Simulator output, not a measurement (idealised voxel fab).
The process module presented herein is designated voxel capacitor over wiring.
Xsec cut, 200 nm wide, square cell size 5 nm.
In what follows, cross-sections appear as grids of square cells, described through bands that run from the top down, where every band is one or more rows of cells. Basically the band line says how high the top is and how high the bottom is, in nm, and then what's in it from left to right, every material with its width in nm. Empty space shows up as "blank", and if a single material carries "everywhere" it runs the full band edge to edge. Where do heights start? At 0: under that level the wafer as delivered is made of one material only. And the lowest band has no floor; it just carries on downward, as in "0 down". Think of "30 to 40" as a width that walks from the first number to the second as you go down the band, top row to bottom row, taking equal-sized steps from row to row. "no alterations made" after a step means that no cell of the cross-section changed. "Trapped void list" enumerates empty spaces isolated from the top, with no open way to it, that contain at least 8 cells, giving each as width x height at distance from the left edge, all three in nm. Past the settings on a step's line: simulator remark, on that step. The optional step-line setting "overlay nm" applies to steps with a mask and quantifies how far to the right of its planned location the mask lay, a negative value indicating leftward placement. Each pair of cross-sections that follows straddles one process step: the one shows the state before the step, the other the state after it, down to the lowest band that changed and no further. The step in question, and its settings, are given under the pair. Note that a pair is not necessarily a continuation of the pair above it, since pairs can come from different runs of this module on the same starting wafer; it is a continuation only where its entry headed "Prior to step" says so.
-- Prior to step
    80 to 70: TiN everywhere
    70 to 50: lowk: 50  TiN: 5  Cu: 5  TiN: 5  lowk: 135
    50 to 45: SiCN: 50  TiN: 15  SiCN: 135
    45 to 35: SiO2: 40  W: 25  SiO2: 70  W: 25  SiO2: 40
    35 to 30: SiO2: 40  TiN: 25  SiO2: 70  TiN: 25  SiO2: 40
    30 to 0: SiO2 everywhere
    0 down: Si everywhere
    Trapped void list: none
-- After the Step
    85 to 80: HfO2 everywhere
    Unchanged below 80.
    Trapped void list: none
The structure shown above changes from one cross-section to the other through DIRECTIONAL_DEP: material HfO2, thk nm 5
Prior to step: The structure entering this step is exactly what the pair just above shows after its step.
-- After the Step
    90 to 85: TiN everywhere
    Unchanged below 85.
    Trapped void list: none
The structure shown above changes from one cross-section to the other through DIRECTIONAL_DEP: material TiN, thk nm 5
Prior to step: The structure entering this step is exactly what the pair just above shows after its step.
-- After the Step
    90 to 85: blank: 50  TiN: 75  blank: 75
    Unchanged below 85.
    Trapped void list: none
The structure shown above changes from one cross-section to the other through MASKED_ETCH: tone cover, mask id UPPER_PLATE, width nm 75, etch materials TiN, depth nm 5, overlay nm 0
Prior to step: The structure entering this step is exactly what the pair just above shows after its step.
-- After the Step
    90 to 85: blank: 50  TiN: 75  blank: 75
    85 to 80: blank: 50  HfO2: 75  blank: 75
    Unchanged below 80.
    Trapped void list: none
The structure shown above changes from one cross-section to the other through MASKED_ETCH: tone cover, mask id UPPER_PLATE, width nm 75, etch materials HfO2, depth nm 5, overlay nm 0
Prior to step: The structure entering this step is exactly what the pair just above shows after its step.
-- After the Step
    90 to 85: blank: 50  TiN: 75  blank: 75
    85 to 80: blank: 50  HfO2: 75  blank: 75
    80 to 70: blank: 45  TiN: 85  blank: 70
    Unchanged below 70.
    Trapped void list: none
The structure shown above changes from one cross-section to the other through MASKED_ETCH: tone cover, mask id LOWER_PLATE, width nm 85, etch materials TiN, depth nm 10, overlay nm 0
Prior to step: The structure entering this step is exactly what the pair just above shows after its step.
-- After the Step
    105 to 90: SiO2 everywhere
    90 to 85: SiO2: 50  TiN: 75  SiO2: 75
    85 to 80: SiO2: 50  HfO2: 75  SiO2: 75
    80 to 70: SiO2: 45  TiN: 85  SiO2: 70
    Unchanged below 70.
    Trapped void list: none
The structure shown above changes from one cross-section to the other through FILL_DEP: material SiO2, thk nm 15
Prior to step: The structure entering this step is exactly what the pair just above shows after its step.
-- After the Step
    100 to 90: SiO2 everywhere
    Unchanged below 90.
    Trapped void list: none
The structure shown above changes from one cross-section to the other through CMP: height nm 100
Prior to step: The structure entering this step is exactly what the pair just above shows after its step.
-- After the Step
    120 to 100: resist: 60  blank: 15  resist: 125
    Unchanged below 100.
    Trapped void list: none
The structure shown above changes from one cross-section to the other through PATTERN: tone open, mask id PLUG_2, material resist, width nm 15, thk nm 20, overlay nm 0
Prior to step: The structure entering this step is exactly what the pair just above shows after its step.
-- After the Step
    120 to 100: resist: 60  blank: 15  resist: 125
    100 to 90: SiO2: 60  blank: 15  SiO2: 125
    Unchanged below 90.
    Trapped void list: none
The structure shown above changes from one cross-section to the other through DIRECTIONAL_ETCH: etch materials SiO2, depth nm 10
Prior to step: The structure entering this step is exactly what the pair just above shows after its step.
-- After the Step
    100 to 90: SiO2: 60  blank: 15  SiO2: 125
    Unchanged below 90.
    Trapped void list: none
The structure shown above changes from one cross-section to the other through STRIP: etch materials resist
Prior to step: The structure entering this step is exactly what the pair just above shows after its step.
-- After the Step
    105 to 100: TiN: 65  blank: 5  TiN: 130
    100 to 95: SiO2: 60  TiN: 5  blank: 5  TiN: 5  SiO2: 125
    95 to 85: SiO2: 60 to 50  TiN: 15 to 75  SiO2: 125 to 75
    Unchanged below 85.
    Trapped void list: none
The structure shown above changes from one cross-section to the other through CONFORMAL_DEP: material TiN, thk nm 5
Prior to step: The structure entering this step is exactly what the pair just above shows after its step.
-- After the Step
    110 to 105: W everywhere
    105 to 100: TiN: 65  W: 5  TiN: 130
    100 to 95: SiO2: 60  TiN: 5  W: 5  TiN: 5  SiO2: 125
    Unchanged below 95.
    Trapped void list: none
The structure shown above changes from one cross-section to the other through FILL_DEP: material W, thk nm 5
Prior to step: The structure entering this step is exactly what the pair just above shows after its step.
-- After the Step
    100 to 95: SiO2: 60  TiN: 5  W: 5  TiN: 5  SiO2: 125
    Unchanged below 95.
    Trapped void list: none
The structure shown above changes from one cross-section to the other through CMP: height nm 100
Prior to step: The structure entering this step is exactly what the pair just above shows after its step.
-- After the Step
    105 to 100: SiN everywhere
    Unchanged below 100.
    Trapped void list: none
The structure shown above changes from one cross-section to the other through CONFORMAL_DEP: material SiN, thk nm 5
-- Prior to step
    40 to 15: W everywhere
    15 to 0: SiO2 everywhere
    0 down: Si everywhere
    Trapped void list: none
-- After the Step
    45 to 40: TiN everywhere
    Unchanged below 40.
    Trapped void list: none
The structure shown above changes from one cross-section to the other through DIRECTIONAL_DEP: material TiN, thk nm 5
Prior to step: The structure entering this step is exactly what the pair just above shows after its step.
-- After the Step
    60 to 45: aC everywhere
    Unchanged below 45.
    Trapped void list: none
The structure shown above changes from one cross-section to the other through DIRECTIONAL_DEP: material aC, thk nm 15
Prior to step: The structure entering this step is exactly what the pair just above shows after its step.
-- After the Step
    90 to 60: blank: 40  resist: 25  blank: 70  resist: 25  blank: 40
    Unchanged below 60.
    Trapped void list: none
The structure shown above changes from one cross-section to the other through PATTERN: tone cover, mask id METAL_1, material resist, width nm 25, pitch nm 95, thk nm 30, overlay nm 0
Prior to step: The structure entering this step is exactly what the pair just above shows after its step.
-- After the Step
    75 to 60: blank: 40  resist: 25  blank: 70  resist: 25  blank: 40
    60 to 45: blank: 40  aC: 25  blank: 70  aC: 25  blank: 40
    Unchanged below 45.
    Trapped void list: none
The structure shown above changes from one cross-section to the other through DIRECTIONAL_ETCH: etch materials aC, depth nm 15
Prior to step: The structure entering this step is exactly what the pair just above shows after its step.
-- After the Step
    60 to 45: blank: 40  aC: 25  blank: 70  aC: 25  blank: 40
    Unchanged below 45.
    Trapped void list: none
The structure shown above changes from one cross-section to the other through STRIP: etch materials resist
Prior to step: The structure entering this step is exactly what the pair just above shows after its step.
-- After the Step
    60 to 45: blank: 40  aC: 25  blank: 70  aC: 25  blank: 40
    45 to 40: blank: 40  TiN: 25  blank: 70  TiN: 25  blank: 40
    Unchanged below 40.
    Trapped void list: none
The structure shown above changes from one cross-section to the other through DIRECTIONAL_ETCH: etch materials TiN, depth nm 5
Prior to step: The structure entering this step is exactly what the pair just above shows after its step.
-- After the Step
    45 to 40: blank: 40  TiN: 25  blank: 70  TiN: 25  blank: 40
    Unchanged below 40.
    Trapped void list: none
The structure shown above changes from one cross-section to the other through STRIP: etch materials aC
Prior to step: The structure entering this step is exactly what the pair just above shows after its step.
-- After the Step
    55 to 45: SiO2 everywhere
    45 to 40: SiO2: 40  TiN: 25  SiO2: 70  TiN: 25  SiO2: 40
    Unchanged below 40.
    Trapped void list: none
The structure shown above changes from one cross-section to the other through FILL_DEP: material SiO2, thk nm 10
Prior to step: The structure entering this step is exactly what the pair just above shows after its step.
-- After the Step
    45 to 40: SiO2: 40  TiN: 25  SiO2: 70  TiN: 25  SiO2: 40
    Unchanged below 40.
    Trapped void list: none
The structure shown above changes from one cross-section to the other through CMP: height nm 45
Prior to step: The structure entering this step is exactly what the pair just above shows after its step.
-- After the Step
    50 to 45: SiCN everywhere
    Unchanged below 45.
    Trapped void list: none
The structure shown above changes from one cross-section to the other through CONFORMAL_DEP: material SiCN, thk nm 5
Prior to step: The structure entering this step is exactly what the pair just above shows after its step.
-- After the Step
    70 to 50: lowk everywhere
    Unchanged below 50.
    Trapped void list: none
The structure shown above changes from one cross-section to the other through DIRECTIONAL_DEP: material lowk, thk nm 20
Prior to step: The structure entering this step is exactly what the pair just above shows after its step.
-- After the Step
    85 to 70: aC everywhere
    Unchanged below 70.
    Trapped void list: none
The structure shown above changes from one cross-section to the other through DIRECTIONAL_DEP: material aC, thk nm 15
Prior to step: The structure entering this step is exactly what the pair just above shows after its step.
-- After the Step
    115 to 85: resist: 50  blank: 15  resist: 135
    Unchanged below 85.
    Trapped void list: none
The structure shown above changes from one cross-section to the other through PATTERN: tone open, mask id PLUG_1, material resist, width nm 15, thk nm 30, overlay nm 0
Prior to step: The structure entering this step is exactly what the pair just above shows after its step.
-- After the Step
    100 to 85: resist: 50  blank: 15  resist: 135
    85 to 70: aC: 50  blank: 15  aC: 135
    Unchanged below 70.
    Trapped void list: none
The structure shown above changes from one cross-section to the other through DIRECTIONAL_ETCH: etch materials aC, depth nm 15
Prior to step: The structure entering this step is exactly what the pair just above shows after its step.
-- After the Step
    85 to 70: aC: 50  blank: 15  aC: 135
    Unchanged below 70.
    Trapped void list: none
The structure shown above changes from one cross-section to the other through STRIP: etch materials resist
Prior to step: The structure entering this step is exactly what the pair just above shows after its step.
-- After the Step
    85 to 70: aC: 50  blank: 15  aC: 135
    70 to 50: lowk: 50  blank: 15  lowk: 135
    Unchanged below 50.
    Trapped void list: none
The structure shown above changes from one cross-section to the other through DIRECTIONAL_ETCH: etch materials lowk, depth nm 20
Prior to step: The structure entering this step is exactly what the pair just above shows after its step.
-- After the Step
    85 to 70: aC: 50  blank: 15  aC: 135
    70 to 50: lowk: 50  blank: 15  lowk: 135
    50 to 45: SiCN: 50  blank: 15  SiCN: 135
    Unchanged below 45.
    Trapped void list: none
The structure shown above changes from one cross-section to the other through DIRECTIONAL_ETCH: etch materials SiCN, depth nm 5
Prior to step: The structure entering this step is exactly what the pair just above shows after its step.
-- After the Step
    70 to 50: lowk: 50  blank: 15  lowk: 135
    Unchanged below 50.
    Trapped void list: none
The structure shown above changes from one cross-section to the other through STRIP: etch materials aC
Prior to step: The structure entering this step is exactly what the pair just above shows after its step.
-- After the Step
    75 to 70: TiN: 55  blank: 5  TiN: 140
    70 to 50: lowk: 50  TiN: 5  blank: 5  TiN: 5  lowk: 135
    50 to 45: SiCN: 50  TiN: 15  SiCN: 135
    Unchanged below 45.
    Trapped void list: none
The structure shown above changes from one cross-section to the other through CONFORMAL_DEP: material TiN, thk nm 5
Prior to step: The structure entering this step is exactly what the pair just above shows after its step.
-- After the Step
    80 to 75: Cu everywhere
    75 to 70: TiN: 55  Cu: 5  TiN: 140
    70 to 50: lowk: 50  TiN: 5  Cu: 5  TiN: 5  lowk: 135
    Unchanged below 50.
    Trapped void list: none
The structure shown above changes from one cross-section to the other through FILL_DEP: material Cu, thk nm 5
Prior to step: The structure entering this step is exactly what the pair just above shows after its step.
-- After the Step
    70 to 50: lowk: 50  TiN: 5  Cu: 5  TiN: 5  lowk: 135
    Unchanged below 50.
    Trapped void list: none
The structure shown above changes from one cross-section to the other through CMP: height nm 70
Prior to step: The structure entering this step is exactly what the pair just above shows after its step.
-- After the Step
    80 to 70: TiN everywhere
    Unchanged below 70.
    Trapped void list: none
The structure shown above changes from one cross-section to the other through DIRECTIONAL_DEP: material TiN, thk nm 10
Prior to step: The structure entering this step is exactly what the pair just above shows after its step.
-- After the Step
    85 to 80: HfO2 everywhere
    Unchanged below 80.
    Trapped void list: none
The structure shown above changes from one cross-section to the other through DIRECTIONAL_DEP: material HfO2, thk nm 5
Prior to step: The structure entering this step is exactly what the pair just above shows after its step.
-- After the Step
    90 to 85: TiN everywhere
    Unchanged below 85.
    Trapped void list: none
The structure shown above changes from one cross-section to the other through DIRECTIONAL_DEP: material TiN, thk nm 5
Prior to step: The structure entering this step is exactly what the pair just above shows after its step.
-- After the Step
    90 to 85: blank: 50  TiN: 75  blank: 75
    Unchanged below 85.
    Trapped void list: none
The structure shown above changes from one cross-section to the other through MASKED_ETCH: tone cover, mask id UPPER_PLATE, width nm 75, etch materials TiN, depth nm 5, overlay nm 0
Prior to step: The structure entering this step is exactly what the pair just above shows after its step.
-- After the Step
    90 to 85: blank: 50  TiN: 75  blank: 75
    85 to 80: blank: 50  HfO2: 75  blank: 75
    Unchanged below 80.
    Trapped void list: none
The structure shown above changes from one cross-section to the other through MASKED_ETCH: tone cover, mask id UPPER_PLATE, width nm 75, etch materials HfO2, depth nm 5, overlay nm 0
Prior to step: The structure entering this step is exactly what the pair just above shows after its step.
-- After the Step
    90 to 85: blank: 50  TiN: 75  blank: 75
    85 to 80: blank: 50  HfO2: 75  blank: 75
    80 to 70: blank: 45  TiN: 85  blank: 70
    Unchanged below 70.
    Trapped void list: none
The structure shown above changes from one cross-section to the other through MASKED_ETCH: tone cover, mask id LOWER_PLATE, width nm 85, etch materials TiN, depth nm 10, overlay nm 0
Prior to step: The structure entering this step is exactly what the pair just above shows after its step.
-- After the Step
    105 to 90: SiO2 everywhere
    90 to 85: SiO2: 50  TiN: 75  SiO2: 75
    85 to 80: SiO2: 50  HfO2: 75  SiO2: 75
    80 to 70: SiO2: 45  TiN: 85  SiO2: 70
    Unchanged below 70.
    Trapped void list: none
The structure shown above changes from one cross-section to the other through FILL_DEP: material SiO2, thk nm 15
Prior to step: The structure entering this step is exactly what the pair just above shows after its step.
-- After the Step
    100 to 90: SiO2 everywhere
    Unchanged below 90.
    Trapped void list: none
The structure shown above changes from one cross-section to the other through CMP: height nm 100
Prior to step: The structure entering this step is exactly what the pair just above shows after its step.
-- After the Step
    120 to 100: resist: 60  blank: 15  resist: 125
    Unchanged below 100.
    Trapped void list: none
The structure shown above changes from one cross-section to the other through PATTERN: tone open, mask id PLUG_2, material resist, width nm 15, thk nm 20, overlay nm 0
Prior to step: The structure entering this step is exactly what the pair just above shows after its step.
-- After the Step
    120 to 100: resist: 60  blank: 15  resist: 125
    100 to 90: SiO2: 60  blank: 15  SiO2: 125
    Unchanged below 90.
    Trapped void list: none
The structure shown above changes from one cross-section to the other through DIRECTIONAL_ETCH: etch materials SiO2, depth nm 10
Prior to step: The structure entering this step is exactly what the pair just above shows after its step.
-- After the Step
    100 to 90: SiO2: 60  blank: 15  SiO2: 125
    Unchanged below 90.
    Trapped void list: none
The structure shown above changes from one cross-section to the other through STRIP: etch materials resist
Prior to step: The structure entering this step is exactly what the pair just above shows after its step.
-- After the Step
    105 to 100: TiN: 65  blank: 5  TiN: 130
    100 to 95: SiO2: 60  TiN: 5  blank: 5  TiN: 5  SiO2: 125
    95 to 85: SiO2: 60 to 50  TiN: 15 to 75  SiO2: 125 to 75
    Unchanged below 85.
    Trapped void list: none
The structure shown above changes from one cross-section to the other through CONFORMAL_DEP: material TiN, thk nm 5
Prior to step: The structure entering this step is exactly what the pair just above shows after its step.
-- After the Step
    110 to 105: W everywhere
    105 to 100: TiN: 65  W: 5  TiN: 130
    100 to 95: SiO2: 60  TiN: 5  W: 5  TiN: 5  SiO2: 125
    Unchanged below 95.
    Trapped void list: none
The structure shown above changes from one cross-section to the other through FILL_DEP: material W, thk nm 5
Prior to step: The structure entering this step is exactly what the pair just above shows after its step.
-- After the Step
    100 to 95: SiO2: 60  TiN: 5  W: 5  TiN: 5  SiO2: 125
    Unchanged below 95.
    Trapped void list: none
The structure shown above changes from one cross-section to the other through CMP: height nm 100
Prior to step: The structure entering this step is exactly what the pair just above shows after its step.
-- After the Step
    105 to 100: SiN everywhere
    Unchanged below 100.
    Trapped void list: none
The structure shown above changes from one cross-section to the other through CONFORMAL_DEP: material SiN, thk nm 5
-- Prior to step
    55 to 45: SiO2 everywhere
    45 to 20: SiO2: 40  W: 25  SiO2: 70  W: 25  SiO2: 40
    20 to 15: SiO2: 40  TiN: 25  SiO2: 70  TiN: 25  SiO2: 40
    15 to 0: SiO2 everywhere
    0 down: Si everywhere
    Trapped void list: none
-- After the Step
    50 to 45: SiO2 everywhere
    Unchanged below 45.
    Trapped void list: none
The structure shown above changes from one cross-section to the other through CMP: height nm 50
Prior to step: The structure entering this step is exactly what the pair just above shows after its step.
-- After the Step
    55 to 50: SiCN everywhere
    Unchanged below 50.
    Trapped void list: none
The structure shown above changes from one cross-section to the other through CONFORMAL_DEP: material SiCN, thk nm 5
Prior to step: The structure entering this step is exactly what the pair just above shows after its step.
-- After the Step
    75 to 55: lowk everywhere
    Unchanged below 55.
    Trapped void list: none
The structure shown above changes from one cross-section to the other through DIRECTIONAL_DEP: material lowk, thk nm 20
Prior to step: The structure entering this step is exactly what the pair just above shows after its step.
-- After the Step
    90 to 75: aC everywhere
    Unchanged below 75.
    Trapped void list: none
The structure shown above changes from one cross-section to the other through DIRECTIONAL_DEP: material aC, thk nm 15
Prior to step: The structure entering this step is exactly what the pair just above shows after its step.
-- After the Step
    120 to 90: resist: 50  blank: 15  resist: 135
    Unchanged below 90.
    Trapped void list: none
The structure shown above changes from one cross-section to the other through PATTERN: tone open, mask id PLUG_1, material resist, width nm 15, thk nm 30, overlay nm 0
Prior to step: The structure entering this step is exactly what the pair just above shows after its step.
-- After the Step
    105 to 90: resist: 50  blank: 15  resist: 135
    90 to 75: aC: 50  blank: 15  aC: 135
    Unchanged below 75.
    Trapped void list: none
The structure shown above changes from one cross-section to the other through DIRECTIONAL_ETCH: etch materials aC, depth nm 15
Prior to step: The structure entering this step is exactly what the pair just above shows after its step.
-- After the Step
    90 to 75: aC: 50  blank: 15  aC: 135
    Unchanged below 75.
    Trapped void list: none
The structure shown above changes from one cross-section to the other through STRIP: etch materials resist
Prior to step: The structure entering this step is exactly what the pair just above shows after its step.
-- After the Step
    90 to 75: aC: 50  blank: 15  aC: 135
    75 to 55: lowk: 50  blank: 15  lowk: 135
    Unchanged below 55.
    Trapped void list: none
The structure shown above changes from one cross-section to the other through DIRECTIONAL_ETCH: etch materials lowk, depth nm 20
Prior to step: The structure entering this step is exactly what the pair just above shows after its step.
-- After the Step
    90 to 75: aC: 50  blank: 15  aC: 135
    75 to 55: lowk: 50  blank: 15  lowk: 135
    55 to 50: SiCN: 50  blank: 15  SiCN: 135
    Unchanged below 50.
    Trapped void list: none
The structure shown above changes from one cross-section to the other through DIRECTIONAL_ETCH: etch materials SiCN, depth nm 5
Prior to step: The structure entering this step is exactly what the pair just above shows after its step.
-- After the Step
    75 to 55: lowk: 50  blank: 15  lowk: 135
    Unchanged below 55.
    Trapped void list: none
The structure shown above changes from one cross-section to the other through STRIP: etch materials aC
Prior to step: The structure entering this step is exactly what the pair just above shows after its step.
-- After the Step
    80 to 75: TiN: 55  blank: 5  TiN: 140
    75 to 55: lowk: 50  TiN: 5  blank: 5  TiN: 5  lowk: 135
    55 to 50: SiCN: 50  TiN: 15  SiCN: 135
    Unchanged below 50.
    Trapped void list: none
The structure shown above changes from one cross-section to the other through CONFORMAL_DEP: material TiN, thk nm 5
Prior to step: The structure entering this step is exactly what the pair just above shows after its step.
-- After the Step
    85 to 80: Cu everywhere
    80 to 75: TiN: 55  Cu: 5  TiN: 140
    75 to 55: lowk: 50  TiN: 5  Cu: 5  TiN: 5  lowk: 135
    Unchanged below 55.
    Trapped void list: none
The structure shown above changes from one cross-section to the other through FILL_DEP: material Cu, thk nm 5
Prior to step: The structure entering this step is exactly what the pair just above shows after its step.
-- After the Step
    70 to 55: lowk: 50  TiN: 5  Cu: 5  TiN: 5  lowk: 135
    Unchanged below 55.
    Trapped void list: none
The structure shown above changes from one cross-section to the other through CMP: height nm 70
Prior to step: The structure entering this step is exactly what the pair just above shows after its step.
-- After the Step
    80 to 70: TiN everywhere
    Unchanged below 70.
    Trapped void list: none
The structure shown above changes from one cross-section to the other through DIRECTIONAL_DEP: material TiN, thk nm 10
Prior to step: The structure entering this step is exactly what the pair just above shows after its step.
-- After the Step
    85 to 80: HfO2 everywhere
    Unchanged below 80.
    Trapped void list: none
The structure shown above changes from one cross-section to the other through DIRECTIONAL_DEP: material HfO2, thk nm 5
Prior to step: The structure entering this step is exactly what the pair just above shows after its step.
-- After the Step
    90 to 85: TiN everywhere
    Unchanged below 85.
    Trapped void list: none
The structure shown above changes from one cross-section to the other through DIRECTIONAL_DEP: material TiN, thk nm 5
Prior to step: The structure entering this step is exactly what the pair just above shows after its step.
-- After the Step
    90 to 85: blank: 50  TiN: 75  blank: 75
    Unchanged below 85.
    Trapped void list: none
The structure shown above changes from one cross-section to the other through MASKED_ETCH: tone cover, mask id UPPER_PLATE, width nm 75, etch materials TiN, depth nm 5, overlay nm 0
Prior to step: The structure entering this step is exactly what the pair just above shows after its step.
-- After the Step
    90 to 85: blank: 50  TiN: 75  blank: 75
    85 to 80: blank: 50  HfO2: 75  blank: 75
    Unchanged below 80.
    Trapped void list: none
The structure shown above changes from one cross-section to the other through MASKED_ETCH: tone cover, mask id UPPER_PLATE, width nm 75, etch materials HfO2, depth nm 5, overlay nm 0
Prior to step: The structure entering this step is exactly what the pair just above shows after its step.
-- After the Step
    90 to 85: blank: 50  TiN: 75  blank: 75
    85 to 80: blank: 50  HfO2: 75  blank: 75
    80 to 70: blank: 45  TiN: 85  blank: 70
    Unchanged below 70.
    Trapped void list: none
The structure shown above changes from one cross-section to the other through MASKED_ETCH: tone cover, mask id LOWER_PLATE, width nm 85, etch materials TiN, depth nm 10, overlay nm 0
Prior to step: The structure entering this step is exactly what the pair just above shows after its step.
-- After the Step
    105 to 90: SiO2 everywhere
    90 to 85: SiO2: 50  TiN: 75  SiO2: 75
    85 to 80: SiO2: 50  HfO2: 75  SiO2: 75
    80 to 70: SiO2: 45  TiN: 85  SiO2: 70
    Unchanged below 70.
    Trapped void list: none
The structure shown above changes from one cross-section to the other through FILL_DEP: material SiO2, thk nm 15
Prior to step: The structure entering this step is exactly what the pair just above shows after its step.
-- After the Step
    100 to 90: SiO2 everywhere
    Unchanged below 90.
    Trapped void list: none
The structure shown above changes from one cross-section to the other through CMP: height nm 100
Prior to step: The structure entering this step is exactly what the pair just above shows after its step.
-- After the Step
    120 to 100: resist: 60  blank: 15  resist: 125
    Unchanged below 100.
    Trapped void list: none
The structure shown above changes from one cross-section to the other through PATTERN: tone open, mask id PLUG_2, material resist, width nm 15, thk nm 20, overlay nm 0
Prior to step: The structure entering this step is exactly what the pair just above shows after its step.
-- After the Step
    120 to 100: resist: 60  blank: 15  resist: 125
    100 to 90: SiO2: 60  blank: 15  SiO2: 125
    Unchanged below 90.
    Trapped void list: none
The structure shown above changes from one cross-section to the other through DIRECTIONAL_ETCH: etch materials SiO2, depth nm 10
Prior to step: The structure entering this step is exactly what the pair just above shows after its step.
-- After the Step
    100 to 90: SiO2: 60  blank: 15  SiO2: 125
    Unchanged below 90.
    Trapped void list: none
The structure shown above changes from one cross-section to the other through STRIP: etch materials resist
Prior to step: The structure entering this step is exactly what the pair just above shows after its step.
-- After the Step
    105 to 100: TiN: 65  blank: 5  TiN: 130
    100 to 95: SiO2: 60  TiN: 5  blank: 5  TiN: 5  SiO2: 125
    95 to 85: SiO2: 60 to 50  TiN: 15 to 75  SiO2: 125 to 75
    Unchanged below 85.
    Trapped void list: none
The structure shown above changes from one cross-section to the other through CONFORMAL_DEP: material TiN, thk nm 5
Prior to step: The structure entering this step is exactly what the pair just above shows after its step.
-- After the Step
    110 to 105: W everywhere
    105 to 100: TiN: 65  W: 5  TiN: 130
    100 to 95: SiO2: 60  TiN: 5  W: 5  TiN: 5  SiO2: 125
    Unchanged below 95.
    Trapped void list: none
The structure shown above changes from one cross-section to the other through FILL_DEP: material W, thk nm 5
Prior to step: The structure entering this step is exactly what the pair just above shows after its step.
-- After the Step
    100 to 95: SiO2: 60  TiN: 5  W: 5  TiN: 5  SiO2: 125
    Unchanged below 95.
    Trapped void list: none
The structure shown above changes from one cross-section to the other through CMP: height nm 100
Prior to step: The structure entering this step is exactly what the pair just above shows after its step.
-- After the Step
    105 to 100: SiN everywhere
    Unchanged below 100.
    Trapped void list: none
The structure shown above changes from one cross-section to the other through CONFORMAL_DEP: material SiN, thk nm 5
-- Prior to step
    60 to 45: aC everywhere
    45 to 20: W everywhere
    20 to 15: TiN everywhere
    15 to 0: SiO2 everywhere
    0 down: Si everywhere
    Trapped void list: none
-- After the Step
    90 to 60: blank: 45  resist: 15  blank: 80  resist: 15  blank: 45
    Unchanged below 60.
    Trapped void list: none
The structure shown above changes from one cross-section to the other through PATTERN: tone cover, mask id METAL_1, material resist, width nm 15, pitch nm 95, thk nm 30, overlay nm 0
Prior to step: The structure entering this step is exactly what the pair just above shows after its step.
-- After the Step
    75 to 60: blank: 45  resist: 15  blank: 80  resist: 15  blank: 45
    60 to 45: blank: 45  aC: 15  blank: 80  aC: 15  blank: 45
    Unchanged below 45.
    Trapped void list: none
The structure shown above changes from one cross-section to the other through DIRECTIONAL_ETCH: etch materials aC, depth nm 15
Prior to step: The structure entering this step is exactly what the pair just above shows after its step.
-- After the Step
    60 to 45: blank: 45  aC: 15  blank: 80  aC: 15  blank: 45
    Unchanged below 45.
    Trapped void list: none
The structure shown above changes from one cross-section to the other through STRIP: etch materials resist
Prior to step: The structure entering this step is exactly what the pair just above shows after its step.
-- After the Step
    60 to 45: blank: 45  aC: 15  blank: 80  aC: 15  blank: 45
    45 to 20: blank: 45  W: 15  blank: 80  W: 15  blank: 45
    Unchanged below 20.
    Trapped void list: none
The structure shown above changes from one cross-section to the other through DIRECTIONAL_ETCH: etch materials W, depth nm 25
Prior to step: The structure entering this step is exactly what the pair just above shows after its step.
-- After the Step
    60 to 45: blank: 45  aC: 15  blank: 80  aC: 15  blank: 45
    45 to 20: blank: 45  W: 15  blank: 80  W: 15  blank: 45
    20 to 15: blank: 45  TiN: 15  blank: 80  TiN: 15  blank: 45
    Unchanged below 15.
    Trapped void list: none
The structure shown above changes from one cross-section to the other through DIRECTIONAL_ETCH: etch materials TiN, depth nm 5
Prior to step: The structure entering this step is exactly what the pair just above shows after its step.
-- After the Step
    45 to 20: blank: 45  W: 15  blank: 80  W: 15  blank: 45
    Unchanged below 20.
    Trapped void list: none
The structure shown above changes from one cross-section to the other through STRIP: etch materials aC
Prior to step: The structure entering this step is exactly what the pair just above shows after its step.
-- After the Step
    55 to 45: SiO2 everywhere
    45 to 20: SiO2: 45  W: 15  SiO2: 80  W: 15  SiO2: 45
    20 to 15: SiO2: 45  TiN: 15  SiO2: 80  TiN: 15  SiO2: 45
    Unchanged below 15.
    Trapped void list: none
The structure shown above changes from one cross-section to the other through FILL_DEP: material SiO2, thk nm 10
Prior to step: The structure entering this step is exactly what the pair just above shows after its step.
-- After the Step
    45 to 20: SiO2: 45  W: 15  SiO2: 80  W: 15  SiO2: 45
    Unchanged below 20.
    Trapped void list: none
The structure shown above changes from one cross-section to the other through CMP: height nm 45
Prior to step: The structure entering this step is exactly what the pair just above shows after its step.
-- After the Step
    50 to 45: SiCN everywhere
    Unchanged below 45.
    Trapped void list: none
The structure shown above changes from one cross-section to the other through CONFORMAL_DEP: material SiCN, thk nm 5
Prior to step: The structure entering this step is exactly what the pair just above shows after its step.
-- After the Step
    70 to 50: lowk everywhere
    Unchanged below 50.
    Trapped void list: none
The structure shown above changes from one cross-section to the other through DIRECTIONAL_DEP: material lowk, thk nm 20
Prior to step: The structure entering this step is exactly what the pair just above shows after its step.
-- After the Step
    85 to 70: aC everywhere
    Unchanged below 70.
    Trapped void list: none
The structure shown above changes from one cross-section to the other through DIRECTIONAL_DEP: material aC, thk nm 15
Prior to step: The structure entering this step is exactly what the pair just above shows after its step.
-- After the Step
    115 to 85: resist: 50  blank: 15  resist: 135
    Unchanged below 85.
    Trapped void list: none
The structure shown above changes from one cross-section to the other through PATTERN: tone open, mask id PLUG_1, material resist, width nm 15, thk nm 30, overlay nm 0
Prior to step: The structure entering this step is exactly what the pair just above shows after its step.
-- After the Step
    100 to 85: resist: 50  blank: 15  resist: 135
    85 to 70: aC: 50  blank: 15  aC: 135
    Unchanged below 70.
    Trapped void list: none
The structure shown above changes from one cross-section to the other through DIRECTIONAL_ETCH: etch materials aC, depth nm 15
Prior to step: The structure entering this step is exactly what the pair just above shows after its step.
-- After the Step
    85 to 70: aC: 50  blank: 15  aC: 135
    Unchanged below 70.
    Trapped void list: none
The structure shown above changes from one cross-section to the other through STRIP: etch materials resist
Prior to step: The structure entering this step is exactly what the pair just above shows after its step.
-- After the Step
    85 to 70: aC: 50  blank: 15  aC: 135
    70 to 50: lowk: 50  blank: 15  lowk: 135
    Unchanged below 50.
    Trapped void list: none
The structure shown above changes from one cross-section to the other through DIRECTIONAL_ETCH: etch materials lowk, depth nm 20
Prior to step: The structure entering this step is exactly what the pair just above shows after its step.
-- After the Step
    85 to 70: aC: 50  blank: 15  aC: 135
    70 to 50: lowk: 50  blank: 15  lowk: 135
    50 to 45: SiCN: 50  blank: 15  SiCN: 135
    Unchanged below 45.
    Trapped void list: none
The structure shown above changes from one cross-section to the other through DIRECTIONAL_ETCH: etch materials SiCN, depth nm 5
Prior to step: The structure entering this step is exactly what the pair just above shows after its step.
-- After the Step
    70 to 50: lowk: 50  blank: 15  lowk: 135
    Unchanged below 50.
    Trapped void list: none
The structure shown above changes from one cross-section to the other through STRIP: etch materials aC
Prior to step: The structure entering this step is exactly what the pair just above shows after its step.
-- After the Step
    75 to 70: TiN: 55  blank: 5  TiN: 140
    70 to 50: lowk: 50  TiN: 5  blank: 5  TiN: 5  lowk: 135
    50 to 45: SiCN: 50  TiN: 15  SiCN: 135
    Unchanged below 45.
    Trapped void list: none
The structure shown above changes from one cross-section to the other through CONFORMAL_DEP: material TiN, thk nm 5
